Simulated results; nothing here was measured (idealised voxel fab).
Proc. module: voxel transistor to metal
Shown is cross-section cut, with a width of 185 nm and square cells of size 5 nm.
Cross-section spec: square-cell grid; bands listed top down; each band is one or more rows. Read a band's entry like this: the first values are the height of its top and the height of its bottom in nm, and what follows is the sequence of materials from left to right, each with its width in nm. Note that "blank" is empty space, and that a single material marked "everywhere" reaches across the band from edge to edge. Below 0: as-received wafer, all one material; heights counted from there. Lowest band: no bottom, goes on down, written "z 0 and below". Think of "30..40" as a width that walks from the first number to the second as you go down the band, top row to bottom row, taking equal-sized steps from row to row. No cell of the cross-section changed in a step that is given as "nothing changed". The entry "Closed voids list" lists the empty spaces that cover at least 8 cells and have no open path to the top. Each is written as width x height at distance, where the distance is measured from the left edge and all three values are in nm. Whatever follows a step's settings on its line is a remark the simulator itself makes about that step. "overlay nm" denotes, for a step that has a mask, the displacement of the mask to the right of its planned place, with negative values corresponding to the left.
Listed below are the process steps as planned:
1,RECEIVE with material Si
2,CONFORMAL_DEP with material SiO2, thk nm 5
3,CONFORMAL_DEP with material SiN, thk nm 10
4,MASKED_ETCH with tone cover, mask id ACTIVE, width nm 110, etch materials SiN, depth nm 10, overlay nm 0
5,MASKED_ETCH with tone cover, mask id ACTIVE, width nm 110, etch materials SiO2, depth nm 5, overlay nm 0
6,MASKED_ETCH with tone cover, mask id ACTIVE, width nm 110, etch materials Si, depth nm 35, overlay nm 0
7,OXIDIZE with depth nm 5
8,FILL_DEP with material SiO2, thk nm 10
9,CMP with height nm 15
10,SELECTIVE_ETCH with etch materials SiO2, depth nm 10
11,STRIP with etch materials SiN
12,SELECTIVE_ETCH with etch materials SiO2, depth nm 5
13,OXIDIZE with depth nm 5
14,DIRECTIONAL_DEP with material polySi, thk nm 30
15,DIRECTIONAL_DEP with material SiCN, thk nm 10
16,MASKED_ETCH with tone cover, mask id GATE, width nm 30, etch materials SiCN, depth nm 20, overlay nm -10
17,MASKED_ETCH with tone cover, mask id GATE, width nm 30, etch materials polySi, depth nm 40, overlay nm 0
18,CONFORMAL_DEP with material SiN, thk nm 10
19,DIRECTIONAL_ETCH with etch materials SiN, depth nm 10
20,DIRECTIONAL_ETCH with etch materials SiO2, depth nm 5
21,DIRECTIONAL_ETCH with etch materials Si, depth nm 10
22,EPI with material pSi, thk nm 10
23,FILL_DEP with material SiO2, thk nm 5
24,CMP with height nm 30
25,STRIP with etch materials polySi
26,SELECTIVE_ETCH with etch materials SiO2, depth nm 5
27,CONFORMAL_DEP with material HfO2, thk nm 5
28,CONFORMAL_DEP with material TiN, thk nm 5
29,FILL_DEP with material W, thk nm 5
30,CMP with height nm 25
31,DIRECTIONAL_DEP with material SiO2, thk nm 10
32,MASKED_ETCH with tone open, mask id CONTACT, width nm 20, pitch nm 80, etch materials SiO2, depth nm 40, overlay nm 0
33,CONFORMAL_DEP with material TiN, thk nm 5
34,FILL_DEP with material Ru, thk nm 5
35,CMP with height nm 35
36,DIRECTIONAL_DEP with material TiN, thk nm 5
37,DIRECTIONAL_DEP with material Ru, thk nm 15
38,PATTERN with tone cover, mask id METAL_1, material resist, width nm 20, pitch nm 80, thk nm 15, overlay nm 0
39,DIRECTIONAL_ETCH with etch materials Ru, depth nm 15
40,DIRECTIONAL_ETCH with etch materials TiN, depth nm 5
41,STRIP with etch materials resist
42,CONFORMAL_DEP with material SiCN, thk nm 5
43,FILL_DEP with material lowk, thk nm 10
44,CMP with height nm 55
45,CONFORMAL_DEP with material SiCN, thk nm 5
46,DIRECTIONAL_DEP with material SiO2, thk nm 25
47,DIRECTIONAL_DEP with material aC, thk nm 15
48,PATTERN with tone open, mask id METAL_2_HOLES, material resist, width nm 15, pitch nm 80, thk nm 30, overlay nm 0
49,DIRECTIONAL_ETCH with etch materials aC, depth nm 15
50,STRIP with etch materials resist
51,DIRECTIONAL_ETCH with etch materials SiO2, depth nm 25
52,STRIP with etch materials aC
53,DIRECTIONAL_DEP with material aC, thk nm 10
54,PATTERN with tone open, mask id METAL_2, material resist, width nm 20, pitch nm 80, thk nm 30, overlay nm 0
55,DIRECTIONAL_ETCH with etch materials aC, depth nm 10
56,STRIP with etch materials resist
57,DIRECTIONAL_ETCH with etch materials SiO2, depth nm 15
58,DIRECTIONAL_ETCH with etch materials SiCN, depth nm 5
59,STRIP with etch materials aC
60,CONFORMAL_DEP with material TiN, thk nm 5
61,FILL_DEP with material Cu, thk nm 5
62,CMP with height nm 85
63,CONFORMAL_DEP with material SiN, thk nm 5
Heads up: all these wafers start the same, and what changes between them is the overlay nm in step 16. The value you see in the plan is just what the first wafer got.
Cut through the first of several wafers as received, post step 1:
z 0 and below: Si everywhere
Closed voids list: none
Gained (+) or lost (-) cells of each material since receipt, then closed voids: one row per wafer, at the end of the module:
overlay nm -10 | +14 Cu | +20 HfO2 | +42 Ru | -172 Si | +72 SiCN | +57 SiN | +434 SiO2 | +84 TiN | +16 W | +75 lowk | +24 pSi | Closed voids list: none
overlay nm -5 | +14 Cu | +19 HfO2 | +46 Ru | -174 Si | +72 SiCN | +57 SiN | +434 SiO2 | +85 TiN | +12 W | +75 lowk | +26 pSi | Closed voids list: none
overlay nm 0 | +14 Cu | +18 HfO2 | +48 Ru | -176 Si | +72 SiCN | +57 SiN | +438 SiO2 | +84 TiN | +8 W | +75 lowk | +28 pSi | Closed voids list: none
overlay nm 5 | +14 Cu | +19 HfO2 | +46 Ru | -174 Si | +72 SiCN | +57 SiN | +434 SiO2 | +85 TiN | +12 W | +75 lowk | +26 pSi | Closed voids list: none
overlay nm 10 | +14 Cu | +20 HfO2 | +42 Ru | -172 Si | +72 SiCN | +57 SiN | +434 SiO2 | +84 TiN | +16 W | +75 lowk | +24 pSi | Closed voids list: none
